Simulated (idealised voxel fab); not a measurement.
The following is a process module called voxel transistor to metal.
Pictured: cross-section cut, 205 nm wide, on a grid of 5 nm square cells.
This document writes a cross-section as a grid whose cells are square, and gives it as bands, listed from the top down; one or more rows of cells form a band.
The entry gives the band's vertical extent as a top height and a bottom height in nm, then its horizontal make-up as materials from left to right, each with a width in nm. "blank" stands for empty space; a single material marked "edge to edge" fills the band edge to edge.
Heads up on the height convention: 0 is the point under which the incoming wafer is all one material, and the lowest band has no bottom, it just keeps going down, like "0 down".
When a width is written as two numbers, as in "30 to 40", the first number is the width in the top row of cells of the band and the second is the width in its bottom row, and the width changes by the same amount from each row to the next.
"remains unaltered" (step): cross-section cells unchanged, all of them.
"Enclosed cavities" - sealed voids, min. 8 cells, no opening to top; format: width x height at distance (distance from left edge; nm throughout).
The remark found on a step's line after its settings is issued by the simulator itself and pertains to that step.
"overlay nm" on a masked step: distance the mask lay right of its planned place, negative for left.
Structure of the following material. The material consists of pairs of cross-sections. Each pair comprises the cross-section before one process step and the cross-section after that step, the latter shown only down to the lowest band that changed. The step between the cross-sections is specified beneath each pair, including its settings. Pairs are not necessarily consecutive: they may derive from different runs of this module performed on the same starting wafer. Continuity with the pair above is to be assumed only where the entry headed "Pre-process state" of the pair in question states it.

Pre-process state
  50 to 40  60 nm SiO2 / 25 nm blank / 35 nm SiO2 / 25 nm blank / 60 nm SiO2
  40 to 25  60 nm SiO2 / 25 nm blank / 10 nm SiN / 20 nm SiCN / 10 nm SiN / 20 nm blank / 60 nm SiO2
  25 to 5  60 nm SiO2 / 25 nm blank / 10 nm SiN / 20 nm polySi / 10 nm SiN / 20 nm blank / 60 nm SiO2
  5 to 0  50 nm SiO2 / 10 nm SiN / 25 nm blank / 10 nm SiN / 20 nm polySi / 10 nm SiN / 20 nm blank / 10 nm SiN / 50 nm SiO2
  0 to -5  60 nm SiO2 / 25 nm SiGe / 40 nm SiO2 / 20 nm SiGe / 60 nm SiO2
  -5 to -25  55 nm SiO2 / 95 nm Si / 55 nm SiO2
  -25 down  Si edge to edge
  Enclosed cavities: none

After
  55 to 50  65 nm TiN / 15 nm blank / 45 nm TiN / 15 nm blank / 65 nm TiN
  50 to 40  60 nm SiO2 / 5 nm TiN / 15 nm blank / 5 nm TiN / 35 nm SiO2 / 5 to 10 nm TiN / 15 to 10 nm blank / 5 nm TiN / 60 nm SiO2
  40 to 25  60 nm SiO2 / 5 nm TiN / 15 nm blank / 5 nm TiN / 10 nm SiN / 20 nm SiCN / 10 nm SiN / 5 nm TiN / 10 nm blank / 5 nm TiN / 60 nm SiO2
  25 to 5  60 nm SiO2 / 5 nm TiN / 15 nm blank / 5 nm TiN / 10 nm SiN / 20 nm polySi / 10 nm SiN / 5 nm TiN / 10 nm blank / 5 nm TiN / 60 nm SiO2
  5 to 0  50 nm SiO2 / 10 nm SiN / 25 nm TiN / 10 nm SiN / 20 nm polySi / 10 nm SiN / 20 nm TiN / 10 nm SiN / 50 nm SiO2
  Unchanged below 0.
  Enclosed cavities: none
What was done to get from the before section above to the after section? CONFORMAL_DEP | material TiN | thk nm 5

Pre-process state: Please consult the pair immediately above; the cross-section it shows after its step is the state before this step.

After
  65 to 55  Ru edge to edge
  55 to 50  65 nm TiN / 15 nm Ru / 45 nm TiN / 15 nm Ru / 65 nm TiN
  50 to 40  60 nm SiO2 / 5 nm TiN / 15 nm Ru / 5 nm TiN / 35 nm SiO2 / 5 to 10 nm TiN / 15 to 10 nm Ru / 5 nm TiN / 60 nm SiO2
  40 to 25  60 nm SiO2 / 5 nm TiN / 15 nm Ru / 5 nm TiN / 10 nm SiN / 20 nm SiCN / 10 nm SiN / 5 nm TiN / 10 nm Ru / 5 nm TiN / 60 nm SiO2
  25 to 5  60 nm SiO2 / 5 nm TiN / 15 nm Ru / 5 nm TiN / 10 nm SiN / 20 nm polySi / 10 nm SiN / 5 nm TiN / 10 nm Ru / 5 nm TiN / 60 nm SiO2
  Unchanged below 5.
  Enclosed cavities: none
What was done to get from the before section above to the after section? FILL_DEP | material Ru | thk nm 10

Pre-process state: Please consult the pair immediately above; the cross-section it shows after its step is the state before this step.

After
  50 to 40  60 nm SiO2 / 5 nm TiN / 15 nm Ru / 5 nm TiN / 35 nm SiO2 / 5 to 10 nm TiN / 15 to 10 nm Ru / 5 nm TiN / 60 nm SiO2
  Unchanged below 40.
  Enclosed cavities: none
What was done to get from the before section above to the after section? CMP | height nm 50

Pre-process state: Please consult the pair immediately above; the cross-section it shows after its step is the state before this step.

After
  55 to 50  SiN edge to edge
  Unchanged below 50.
  Enclosed cavities: none
What was done to get from the before section above to the after section? CONFORMAL_DEP | material SiN | thk nm 5

Pre-process state: Please consult the pair immediately above; the cross-section it shows after its step is the state before this step.

After
  70 to 55  SiO2 edge to edge
  Unchanged below 55.
  Enclosed cavities: none
What was done to get from the before section above to the after section? DIRECTIONAL_DEP | material SiO2 | thk nm 15

Pre-process state: Please consult the pair immediately above; the cross-section it shows after its step is the state before this step.

After
  70 to 55  60 nm SiO2 / 15 nm blank / 55 nm SiO2 / 15 nm blank / 60 nm SiO2
  Unchanged below 55.
  Enclosed cavities: none
What was done to get from the before section above to the after section? MASKED_ETCH | tone open | mask id METAL_1 | width nm 15 | pitch nm 70 | etch materials SiO2 | depth nm 15 | overlay nm 0

Pre-process state: Please consult the pair immediately above; the cross-section it shows after its step is the state before this step.

After
  70 to 55  60 nm SiO2 / 15 nm blank / 55 nm SiO2 / 15 nm blank / 60 nm SiO2
  55 to 50  60 nm SiN / 15 nm blank / 55 nm SiN / 15 nm blank / 60 nm SiN
  Unchanged below 50.
  Enclosed cavities: none
What was done to get from the before section above to the after section? MASKED_ETCH | tone open | mask id METAL_1 | width nm 15 | pitch nm 70 | etch materials SiN | depth nm 5 | overlay nm 0

Pre-process state: Please consult the pair immediately above; the cross-section it shows after its step is the state before this step.

After
  75 to 70  65 nm TiN / 5 nm blank / 65 nm TiN / 5 nm blank / 65 nm TiN
  70 to 55  60 nm SiO2 / 5 nm TiN / 5 nm blank / 5 nm TiN / 55 nm SiO2 / 5 nm TiN / 5 nm blank / 5 nm TiN / 60 nm SiO2
  55 to 50  60 nm SiN / 15 nm TiN / 55 nm SiN / 15 nm TiN / 60 nm SiN
  Unchanged below 50.
  Enclosed cavities: none
What was done to get from the before section above to the after section? CONFORMAL_DEP | material TiN | thk nm 5

Pre-process state: Please consult the pair immediately above; the cross-section it shows after its step is the state before this step.

After
  80 to 75  W edge to edge
  75 to 70  65 nm TiN / 5 nm W / 65 nm TiN / 5 nm W / 65 nm TiN
  70 to 55  60 nm SiO2 / 5 nm TiN / 5 nm W / 5 nm TiN / 55 nm SiO2 / 5 nm TiN / 5 nm W / 5 nm TiN / 60 nm SiO2
  Unchanged below 55.
  Enclosed cavities: none
What was done to get from the before section above to the after section? FILL_DEP | material W | thk nm 5

Pre-process state: Please consult the pair immediately above; the cross-section it shows after its step is the state before this step.

After
  70 to 55  60 nm SiO2 / 5 nm TiN / 5 nm W / 5 nm TiN / 55 nm SiO2 / 5 nm TiN / 5 nm W / 5 nm TiN / 60 nm SiO2
  Unchanged below 55.
  Enclosed cavities: none
What was done to get from the before section above to the after section? CMP | height nm 70

Pre-process state: Please consult the pair immediately above; the cross-section it shows after its step is the state before this step.

After
  75 to 70  SiCN edge to edge
  Unchanged below 70.
  Enclosed cavities: none
What was done to get from the before section above to the after section? CONFORMAL_DEP | material SiCN | thk nm 5

Pre-process state
  50 to 40  SiO2 edge to edge
  40 to 25  80 nm SiO2 / 10 nm SiN / 25 nm SiCN / 10 nm SiN / 80 nm SiO2
  25 to 5  80 nm SiO2 / 10 nm SiN / 25 nm polySi / 10 nm SiN / 80 nm SiO2
  5 to 0  50 nm SiO2 / 10 nm SiN / 20 nm SiO2 / 10 nm SiN / 25 nm polySi / 10 nm SiN / 20 nm SiO2 / 10 nm SiN / 50 nm SiO2
  0 to -5  60 nm SiO2 / 20 nm SiGe / 45 nm SiO2 / 20 nm SiGe / 60 nm SiO2
  -5 to -25  55 nm SiO2 / 95 nm Si / 55 nm SiO2
  -25 down  Si edge to edge
  Enclosed cavities: none

After
  65 to 50  50 nm resist / 25 nm blank / 35 nm resist / 25 nm blank / 70 nm resist
  Unchanged below 50.
  Enclosed cavities: none
What was done to get from the before section above to the after section? PATTERN | tone open | mask id CONTACT | material resist | width nm 25 | pitch nm 60 | thk nm 15 | overlay nm -10

Pre-process state: Please consult the pair immediately above; the cross-section it shows after its step is the state before this step.

After
  65 to 50  50 nm resist / 25 nm blank / 35 nm resist / 25 nm blank / 70 nm resist
  50 to 40  50 nm SiO2 / 25 nm blank / 35 nm SiO2 / 25 nm blank / 70 nm SiO2
  40 to 25  50 nm SiO2 / 25 nm blank / 5 nm SiO2 / 10 nm SiN / 25 nm SiCN / 10 nm SiN / 10 nm blank / 70 nm SiO2
  25 to 5  50 nm SiO2 / 25 nm blank / 5 nm SiO2 / 10 nm SiN / 25 nm polySi / 10 nm SiN / 10 nm blank / 70 nm SiO2
  5 to 0  50 nm SiO2 / 10 nm SiN / 15 nm blank / 5 nm SiO2 / 10 nm SiN / 25 nm polySi / 10 nm SiN / 10 nm blank / 10 nm SiO2 / 10 nm SiN / 50 nm SiO2
  Unchanged below 0.
  Enclosed cavities: none
What was done to get from the before section above to the after section? DIRECTIONAL_ETCH | etch materials SiO2 | depth nm 50

Pre-process state: Please consult the pair immediately above; the cross-section it shows after its step is the state before this step.

After
  50 to 40  50 nm SiO2 / 25 nm blank / 35 nm SiO2 / 25 nm blank / 70 nm SiO2
  Unchanged below 40.
  Enclosed cavities: none
What was done to get from the before section above to the after section? STRIP | etch materials resist

Pre-process state: Please consult the pair immediately above; the cross-section it shows after its step is the state before this step.

After
  55 to 50  55 nm TiN / 15 nm blank / 45 nm TiN / 15 nm blank / 75 nm TiN
  50 to 45  50 nm SiO2 / 5 nm TiN / 15 nm blank / 5 nm TiN / 35 nm SiO2 / 5 nm TiN / 15 nm blank / 5 nm TiN / 70 nm SiO2
  45 to 40  50 nm SiO2 / 5 nm TiN / 15 nm blank / 5 nm TiN / 35 nm SiO2 / 25 nm TiN / 70 nm SiO2
  40 to 25  50 nm SiO2 / 5 nm TiN / 15 nm blank / 5 nm TiN / 5 nm SiO2 / 10 nm SiN / 25 nm SiCN / 10 nm SiN / 10 nm TiN / 70 nm SiO2
  25 to 10  50 nm SiO2 / 5 nm TiN / 15 nm blank / 5 nm TiN / 5 nm SiO2 / 10 nm SiN / 25 nm polySi / 10 nm SiN / 10 nm TiN / 70 nm SiO2
  10 to 5  50 nm SiO2 / 15 nm TiN / 5 nm blank / 5 nm TiN / 5 nm SiO2 / 10 nm SiN / 25 nm polySi / 10 nm SiN / 10 nm TiN / 70 nm SiO2
  5 to 0  50 nm SiO2 / 10 nm SiN / 15 nm TiN / 5 nm SiO2 / 10 nm SiN / 25 nm polySi / 10 nm SiN / 10 nm TiN / 10 nm SiO2 / 10 nm SiN / 50 nm SiO2
  Unchanged below 0.
  Enclosed cavities: none
What was done to get from the before section above to the after section? CONFORMAL_DEP | material TiN | thk nm 5

Pre-process state: Please consult the pair immediately above; the cross-section it shows after its step is the state before this step.

After
  65 to 55  Ru edge to edge
  55 to 50  55 nm TiN / 15 nm Ru / 45 nm TiN / 15 nm Ru / 75 nm TiN
  50 to 45  50 nm SiO2 / 5 nm TiN / 15 nm Ru / 5 nm TiN / 35 nm SiO2 / 5 nm TiN / 15 nm Ru / 5 nm TiN / 70 nm SiO2
  45 to 40  50 nm SiO2 / 5 nm TiN / 15 nm Ru / 5 nm TiN / 35 nm SiO2 / 25 nm TiN / 70 nm SiO2
  40 to 25  50 nm SiO2 / 5 nm TiN / 15 nm Ru / 5 nm TiN / 5 nm SiO2 / 10 nm SiN / 25 nm SiCN / 10 nm SiN / 10 nm TiN / 70 nm SiO2
  25 to 10  50 nm SiO2 / 5 nm TiN / 15 nm Ru / 5 nm TiN / 5 nm SiO2 / 10 nm SiN / 25 nm polySi / 10 nm SiN / 10 nm TiN / 70 nm SiO2
  10 to 5  50 nm SiO2 / 15 nm TiN / 5 nm Ru / 5 nm TiN / 5 nm SiO2 / 10 nm SiN / 25 nm polySi / 10 nm SiN / 10 nm TiN / 70 nm SiO2
  Unchanged below 5.
  Enclosed cavities: none
What was done to get from the before section above to the after section? FILL_DEP | material Ru | thk nm 10

Pre-process state: Please consult the pair immediately above; the cross-section it shows after its step is the state before this step.

After
  50 to 45  50 nm SiO2 / 5 nm TiN / 15 nm Ru / 5 nm TiN / 35 nm SiO2 / 5 nm TiN / 15 nm Ru / 5 nm TiN / 70 nm SiO2
  Unchanged below 45.
  Enclosed cavities: none
What was done to get from the before section above to the after section? CMP | height nm 50

Pre-process state: Please consult the pair immediately above; the cross-section it shows after its step is the state before this step.

After
  55 to 50  SiN edge to edge
  Unchanged below 50.
  Enclosed cavities: none
What was done to get from the before section above to the after section? CONFORMAL_DEP | material SiN | thk nm 5

Pre-process state: Please consult the pair immediately above; the cross-section it shows after its step is the state before this step.

After
  70 to 55  SiO2 edge to edge
  Unchanged below 55.
  Enclosed cavities: none
What was done to get from the before section above to the after section? DIRECTIONAL_DEP | material SiO2 | thk nm 15

Pre-process state: Please consult the pair immediately above; the cross-section it shows after its step is the state before this step.

After
  70 to 55  60 nm SiO2 / 15 nm blank / 55 nm SiO2 / 15 nm blank / 60 nm SiO2
  Unchanged below 55.
  Enclosed cavities: none
What was done to get from the before section above to the after section? MASKED_ETCH | tone open | mask id METAL_1 | width nm 15 | pitch nm 70 | etch materials SiO2 | depth nm 15 | overlay nm 0

Pre-process state: Please consult the pair immediately above; the cross-section it shows after its step is the state before this step.

After
  70 to 55  60 nm SiO2 / 15 nm blank / 55 nm SiO2 / 15 nm blank / 60 nm SiO2
  55 to 50  60 nm SiN / 15 nm blank / 55 nm SiN / 15 nm blank / 60 nm SiN
  Unchanged below 50.
  Enclosed cavities: none
What was done to get from the before section above to the after section? MASKED_ETCH | tone open | mask id METAL_1 | width nm 15 | pitch nm 70 | etch materials SiN | depth nm 5 | overlay nm 0

Pre-process state: Please consult the pair immediately above; the cross-section it shows after its step is the state before this step.

After
  75 to 70  65 nm TiN / 5 nm blank / 65 nm TiN / 5 nm blank / 65 nm TiN
  70 to 55  60 nm SiO2 / 5 nm TiN / 5 nm blank / 5 nm TiN / 55 nm SiO2 / 5 nm TiN / 5 nm blank / 5 nm TiN / 60 nm SiO2
  55 to 50  60 nm SiN / 15 nm TiN / 55 nm SiN / 15 nm TiN / 60 nm SiN
  Unchanged below 50.
  Enclosed cavities: none
What was done to get from the before section above to the after section? CONFORMAL_DEP | material TiN | thk nm 5

Pre-process state: Please consult the pair immediately above; the cross-section it shows after its step is the state before this step.

After
  80 to 75  W edge to edge
  75 to 70  65 nm TiN / 5 nm W / 65 nm TiN / 5 nm W / 65 nm TiN
  70 to 55  60 nm SiO2 / 5 nm TiN / 5 nm W / 5 nm TiN / 55 nm SiO2 / 5 nm TiN / 5 nm W / 5 nm TiN / 60 nm SiO2
  Unchanged below 55.
  Enclosed cavities: none
What was done to get from the before section above to the after section? FILL_DEP | material W | thk nm 5

Pre-process state: Please consult the pair immediately above; the cross-section it shows after its step is the state before this step.

After
  70 to 55  60 nm SiO2 / 5 nm TiN / 5 nm W / 5 nm TiN / 55 nm SiO2 / 5 nm TiN / 5 nm W / 5 nm TiN / 60 nm SiO2
  Unchanged below 55.
  Enclosed cavities: none
What was done to get from the before section above to the after section? CMP | height nm 70

Pre-process state: Please consult the pair immediately above; the cross-section it shows after its step is the state before this step.

After
  75 to 70  SiCN edge to edge
  Unchanged below 70.
  Enclosed cavities: none
What was done to get from the before section above to the after section? CONFORMAL_DEP | material SiCN | thk nm 5

Pre-process state
  40 to 25  80 nm blank / 10 nm SiN / 25 nm SiCN / 10 nm SiN / 80 nm blank
  25 to 5  80 nm blank / 10 nm SiN / 25 nm polySi / 10 nm SiN / 80 nm blank
  5 to 0  50 nm blank / 10 nm SiN / 20 nm blank / 10 nm SiN / 25 nm polySi / 10 nm SiN / 20 nm blank / 10 nm SiN / 50 nm blank
  0 to -5  60 nm SiO2 / 20 nm SiGe / 45 nm SiO2 / 20 nm SiGe / 60 nm SiO2
  -5 to -25  55 nm SiO2 / 95 nm Si / 55 nm SiO2
  -25 down  Si edge to edge
  Enclosed cavities: none

After
  50 to 40  TiN edge to edge
  40 to 25  80 nm TiN / 10 nm SiN / 25 nm SiCN / 10 nm SiN / 80 nm TiN
  25 to 5  80 nm TiN / 10 nm SiN / 25 nm polySi / 10 nm SiN / 80 nm TiN
  5 to 0  50 nm TiN / 10 nm SiN / 20 nm TiN / 10 nm SiN / 25 nm polySi / 10 nm SiN / 20 nm TiN / 10 nm SiN / 50 nm TiN
  Unchanged below 0.
  Enclosed cavities: none
What was done to get from the before section above to the after section? FILL_DEP | material TiN | thk nm 10

Pre-process state: Please consult the pair immediately above; the cross-section it shows after its step is the state before this step.

After
  40 to 25  80 nm TiN / 10 nm SiN / 25 nm SiCN / 10 nm SiN / 80 nm TiN
  Unchanged below 25.
  Enclosed cavities: none
What was done to get from the before section above to the after section? CMP | height nm 40

Pre-process state: Please consult the pair immediately above; the cross-section it shows after its step is the state before this step.

After
  50 to 40  SiO2 edge to edge
  Unchanged below 40.
  Enclosed cavities: none
What was done to get from the before section above to the after section? DIRECTIONAL_DEP | material SiO2 | thk nm 10

Pre-process state: Please consult the pair immediately above; the cross-section it shows after its step is the state before this step.

After
  65 to 50  60 nm resist / 25 nm blank / 35 nm resist / 25 nm blank / 60 nm resist
  Unchanged below 50.
  Enclosed cavities: none
What was done to get from the before section above to the after section? PATTERN | tone open | mask id CONTACT | material resist | width nm 25 | pitch nm 60 | thk nm 15 | overlay nm 0

Pre-process state: Please consult the pair immediately above; the cross-section it shows after its step is the state before this step.

After
  65 to 50  60 nm resist / 25 nm blank / 35 nm resist / 25 nm blank / 60 nm resist
  50 to 40  60 nm SiO2 / 25 nm blank / 35 nm SiO2 / 25 nm blank / 60 nm SiO2
  Unchanged below 40.
  Enclosed cavities: none
What was done to get from the before section above to the after section? DIRECTIONAL_ETCH | etch materials SiO2 | depth nm 50

Pre-process state: Please consult the pair immediately above; the cross-section it shows after its step is the state before this step.

After
  50 to 40  60 nm SiO2 / 25 nm blank / 35 nm SiO2 / 25 nm blank / 60 nm SiO2
  Unchanged below 40.
  Enclosed cavities: none
What was done to get from the before section above to the after section? STRIP | etch materials resist

Pre-process state: Please consult the pair immediately above; the cross-section it shows after its step is the state before this step.

After
  55 to 50  65 nm TiN / 15 nm blank / 45 nm TiN / 15 nm blank / 65 nm TiN
  50 to 45  60 nm SiO2 / 5 nm TiN / 15 nm blank / 5 nm TiN / 35 nm SiO2 / 5 nm TiN / 15 nm blank / 5 nm TiN / 60 nm SiO2
  45 to 40  60 nm SiO2 / 25 nm TiN / 35 nm SiO2 / 25 nm TiN / 60 nm SiO2
  Unchanged below 40.
  Enclosed cavities: none
What was done to get from the before section above to the after section? CONFORMAL_DEP | material TiN | thk nm 5

Pre-process state: Please consult the pair immediately above; the cross-section it shows after its step is the state before this step.

After
  65 to 55  Ru edge to edge
  55 to 50  65 nm TiN / 15 nm Ru / 45 nm TiN / 15 nm Ru / 65 nm TiN
  50 to 45  60 nm SiO2 / 5 nm TiN / 15 nm Ru / 5 nm TiN / 35 nm SiO2 / 5 nm TiN / 15 nm Ru / 5 nm TiN / 60 nm SiO2
  Unchanged below 45.
  Enclosed cavities: none
What was done to get from the before section above to the after section? FILL_DEP | material Ru | thk nm 10

Pre-process state: Please consult the pair immediately above; the cross-section it shows after its step is the state before this step.

After
  50 to 45  60 nm SiO2 / 5 nm TiN / 15 nm Ru / 5 nm TiN / 35 nm SiO2 / 5 nm TiN / 15 nm Ru / 5 nm TiN / 60 nm SiO2
  Unchanged below 45.
  Enclosed cavities: none
What was done to get from the before section above to the after section? CMP | height nm 50

Pre-process state: Please consult the pair immediately above; the cross-section it shows after its step is the state before this step.

After
  55 to 50  SiN edge to edge
  Unchanged below 50.
  Enclosed cavities: none
What was done to get from the before section above to the after section? CONFORMAL_DEP | material SiN | thk nm 5

Pre-process state: Please consult the pair immediately above; the cross-section it shows after its step is the state before this step.

After
  70 to 55  SiO2 edge to edge
  Unchanged below 55.
  Enclosed cavities: none
What was done to get from the before section above to the after section? DIRECTIONAL_DEP | material SiO2 | thk nm 15

Pre-process state: Please consult the pair immediately above; the cross-section it shows after its step is the state before this step.

After
  70 to 55  60 nm SiO2 / 15 nm blank / 55 nm SiO2 / 15 nm blank / 60 nm SiO2
  Unchanged below 55.
  Enclosed cavities: none
What was done to get from the before section above to the after section? MASKED_ETCH | tone open | mask id METAL_1 | width nm 15 | pitch nm 70 | etch materials SiO2 | depth nm 15 | overlay nm 0

Pre-process state: Please consult the pair immediately above; the cross-section it shows after its step is the state before this step.

After
  70 to 55  60 nm SiO2 / 15 nm blank / 55 nm SiO2 / 15 nm blank / 60 nm SiO2
  55 to 50  60 nm SiN / 15 nm blank / 55 nm SiN / 15 nm blank / 60 nm SiN
  Unchanged below 50.
  Enclosed cavities: none
What was done to get from the before section above to the after section? MASKED_ETCH | tone open | mask id METAL_1 | width nm 15 | pitch nm 70 | etch materials SiN | depth nm 5 | overlay nm 0

Pre-process state: Please consult the pair immediately above; the cross-section it shows after its step is the state before this step.

After
  75 to 70  65 nm TiN / 5 nm blank / 65 nm TiN / 5 nm blank / 65 nm TiN
  70 to 55  60 nm SiO2 / 5 nm TiN / 5 nm blank / 5 nm TiN / 55 nm SiO2 / 5 nm TiN / 5 nm blank / 5 nm TiN / 60 nm SiO2
  55 to 50  60 nm SiN / 15 nm TiN / 55 nm SiN / 15 nm TiN / 60 nm SiN
  Unchanged below 50.
  Enclosed cavities: none
What was done to get from the before section above to the after section? CONFORMAL_DEP | material TiN | thk nm 5

Pre-process state: Please consult the pair immediately above; the cross-section it shows after its step is the state before this step.

After
  80 to 75  W edge to edge
  75 to 70  65 nm TiN / 5 nm W / 65 nm TiN / 5 nm W / 65 nm TiN
  70 to 55  60 nm SiO2 / 5 nm TiN / 5 nm W / 5 nm TiN / 55 nm SiO2 / 5 nm TiN / 5 nm W / 5 nm TiN / 60 nm SiO2
  Unchanged below 55.
  Enclosed cavities: none
What was done to get from the before section above to the after section? FILL_DEP | material W | thk nm 5

Pre-process state: Please consult the pair immediately above; the cross-section it shows after its step is the state before this step.

After
  70 to 55  60 nm SiO2 / 5 nm TiN / 5 nm W / 5 nm TiN / 55 nm SiO2 / 5 nm TiN / 5 nm W / 5 nm TiN / 60 nm SiO2
  Unchanged below 55.
  Enclosed cavities: none
What was done to get from the before section above to the after section? CMP | height nm 70

Pre-process state: Please consult the pair immediately above; the cross-section it shows after its step is the state before this step.

After
  75 to 70  SiCN edge to edge
  Unchanged below 70.
  Enclosed cavities: none
What was done to get from the before section above to the after section? CONFORMAL_DEP | material SiCN | thk nm 5

Pre-process state
  45 to 40  50 nm SiCN / 105 nm blank / 50 nm SiCN
  40 to 30  SiCN edge to edge
  30 to 25  50 nm polySi / 105 nm SiCN / 50 nm polySi
  25 to 5  polySi edge to edge
  5 to 0  50 nm SiO2 / 105 nm polySi / 50 nm SiO2
  0 to -5  SiO2 edge to edge
  -5 to -25  55 nm SiO2 / 95 nm Si / 55 nm SiO2
  -25 down  Si edge to edge
  Enclosed cavities: none

After
  60 to 45  90 nm resist / 25 nm blank / 90 nm resist
  45 to 40  50 nm SiCN / 40 nm resist / 25 nm blank / 40 nm resist / 50 nm SiCN
  Unchanged below 40.
  Enclosed cavities: none
What was done to get from the before section above to the after section? PATTERN | tone open | mask id GATE | material resist | width nm 25 | thk nm 15 | overlay nm 0

Pre-process state: Please consult the pair immediately above; the cross-section it shows after its step is the state before this step.

After
  60 to 45  90 nm resist / 25 nm blank / 90 nm resist
  45 to 40  50 nm SiCN / 40 nm resist / 25 nm blank / 40 nm resist / 50 nm SiCN
  40 to 30  90 nm SiCN / 25 nm blank / 90 nm SiCN
  30 to 25  50 nm polySi / 40 nm SiCN / 25 nm blank / 40 nm SiCN / 50 nm polySi
  Unchanged below 25.
  Enclosed cavities: none
What was done to get from the before section above to the after section? DIRECTIONAL_ETCH | etch materials SiCN | depth nm 25

Pre-process state: Please consult the pair immediately above; the cross-section it shows after its step is the state before this step.

After
  60 to 45  90 nm resist / 25 nm blank / 90 nm resist
  45 to 40  50 nm SiCN / 40 nm resist / 25 nm blank / 40 nm resist / 50 nm SiCN
  40 to 30  90 nm SiCN / 25 nm blank / 90 nm SiCN
  30 to 25  50 nm polySi / 40 nm SiCN / 25 nm blank / 40 nm SiCN / 50 nm polySi
  25 to 5  90 nm polySi / 25 nm blank / 90 nm polySi
  5 to 0  50 nm SiO2 / 40 nm polySi / 25 nm blank / 40 nm polySi / 50 nm SiO2
  Unchanged below 0.
  Enclosed cavities: none
What was done to get from the before section above to the after section? DIRECTIONAL_ETCH | etch materials polySi | depth nm 35

Pre-process state: Please consult the pair immediately above; the cross-section it shows after its step is the state before this step.

After
  45 to 40  50 nm SiCN / 105 nm blank / 50 nm SiCN
  Unchanged below 40.
  Enclosed cavities: none
What was done to get from the before section above to the after section? STRIP | etch materials resist

Pre-process state: Please consult the pair immediately above; the cross-section it shows after its step is the state before this step.

After
  55 to 45  60 to 100 nm SiN / 85 to 5 nm blank / 60 to 100 nm SiN
  45 to 40  50 nm SiCN / 50 nm SiN / 5 nm blank / 50 nm SiN / 50 nm SiCN
  40 to 30  90 nm SiCN / 10 nm SiN / 5 nm blank / 10 nm SiN / 90 nm SiCN
  30 to 25  50 nm polySi / 40 nm SiCN / 10 nm SiN / 5 nm blank / 10 nm SiN / 40 nm SiCN / 50 nm polySi
  25 to 10  90 nm polySi / 10 nm SiN / 5 nm blank / 10 nm SiN / 90 nm polySi
  10 to 5  90 nm polySi / 25 nm SiN / 90 nm polySi
  5 to 0  50 nm SiO2 / 40 nm polySi / 25 nm SiN / 40 nm polySi / 50 nm SiO2
  Unchanged below 0.
  Enclosed cavities: none
What was done to get from the before section above to the after section? CONFORMAL_DEP | material SiN | thk nm 10

Pre-process state: Please consult the pair immediately above; the cross-section it shows after its step is the state before this step.

After
  45 to 40  50 nm SiCN / 10 nm SiN / 85 nm blank / 10 nm SiN / 50 nm SiCN
  40 to 30  90 nm SiCN / 10 nm SiN / 5 nm blank / 10 nm SiN / 90 nm SiCN
  30 to 25  50 nm polySi / 40 nm SiCN / 10 nm SiN / 5 nm blank / 10 nm SiN / 40 nm SiCN / 50 nm polySi
  25 to 5  90 nm polySi / 10 nm SiN / 5 nm blank / 10 nm SiN / 90 nm polySi
  5 to 0  50 nm SiO2 / 40 nm polySi / 10 nm SiN / 5 nm blank / 10 nm SiN / 40 nm polySi / 50 nm SiO2
  Unchanged below 0.
  Enclosed cavities: none
What was done to get from the before section above to the after section? DIRECTIONAL_ETCH | etch materials SiN | depth nm 10

Pre-process state: Please consult the pair immediately above; the cross-section it shows after its step is the state before this step.

After
  45 to 40  50 nm SiCN / 10 nm SiN / 85 nm blank / 10 nm SiN / 50 nm SiCN
  40 to 30  90 nm SiCN / 10 nm SiN / 5 nm blank / 10 nm SiN / 90 nm SiCN
  30 to 25  50 nm polySi / 40 nm SiCN / 10 nm SiN / 5 nm blank / 10 nm SiN / 40 nm SiCN / 50 nm polySi
  25 to 5  90 nm polySi / 10 nm SiN / 5 nm blank / 10 nm SiN / 90 nm polySi
  5 to 0  50 nm SiO2 / 40 nm polySi / 10 nm SiN / 5 nm blank / 10 nm SiN / 40 nm polySi / 50 nm SiO2
  0 to -5  100 nm SiO2 / 5 nm blank / 100 nm SiO2
  Unchanged below -5.
  Enclosed cavities: none
What was done to get from the before section above to the after section? DIRECTIONAL_ETCH | etch materials SiO2 | depth nm 5

Pre-process state: Please consult the pair immediately above; the cross-section it shows after its step is the state before this step.

After
  45 to 40  50 nm SiCN / 10 nm SiN / 85 nm blank / 10 nm SiN / 50 nm SiCN
  40 to 30  90 nm SiCN / 10 nm SiN / 5 nm blank / 10 nm SiN / 90 nm SiCN
  30 to 25  50 nm polySi / 40 nm SiCN / 10 nm SiN / 5 nm blank / 10 nm SiN / 40 nm SiCN / 50 nm polySi
  25 to 5  90 nm polySi / 10 nm SiN / 5 nm blank / 10 nm SiN / 90 nm polySi
  5 to 0  50 nm SiO2 / 40 nm polySi / 10 nm SiN / 5 nm blank / 10 nm SiN / 40 nm polySi / 50 nm SiO2
  0 to -5  100 nm SiO2 / 5 nm SiGe / 100 nm SiO2
  Unchanged below -5.
  Enclosed cavities: none
What was done to get from the before section above to the after section? EPI | material SiGe | thk nm 5

Pre-process state: Please consult the pair immediately above; the cross-section it shows after its step is the state before this step.

After
  55 to 45  SiO2 edge to edge
  45 to 40  50 nm SiCN / 10 nm SiN / 85 nm SiO2 / 10 nm SiN / 50 nm SiCN
  40 to 30  90 nm SiCN / 10 nm SiN / 5 nm SiO2 / 10 nm SiN / 90 nm SiCN
  30 to 25  50 nm polySi / 40 nm SiCN / 10 nm SiN / 5 nm SiO2 / 10 nm SiN / 40 nm SiCN / 50 nm polySi
  25 to 5  90 nm polySi / 10 nm SiN / 5 nm SiO2 / 10 nm SiN / 90 nm polySi
  5 to 0  50 nm SiO2 / 40 nm polySi / 10 nm SiN / 5 nm SiO2 / 10 nm SiN / 40 nm polySi / 50 nm SiO2
  Unchanged below 0.
  Enclosed cavities: none
What was done to get from the before section above to the after section? FILL_DEP | material SiO2 | thk nm 10

Pre-process state: Please consult the pair immediately above; the cross-section it shows after its step is the state before this step.

After
  40 to 30  90 nm SiCN / 10 nm SiN / 5 nm SiO2 / 10 nm SiN / 90 nm SiCN
  Unchanged below 30.
  Enclosed cavities: none
What was done to get from the before section above to the after section? CMP | height nm 40

Pre-process state: Please consult the pair immediately above; the cross-section it shows after its step is the state before this step.

After
  50 to 40  SiO2 edge to edge
  Unchanged below 40.
  Enclosed cavities: none
What was done to get from the before section above to the after section? DIRECTIONAL_DEP | material SiO2 | thk nm 10
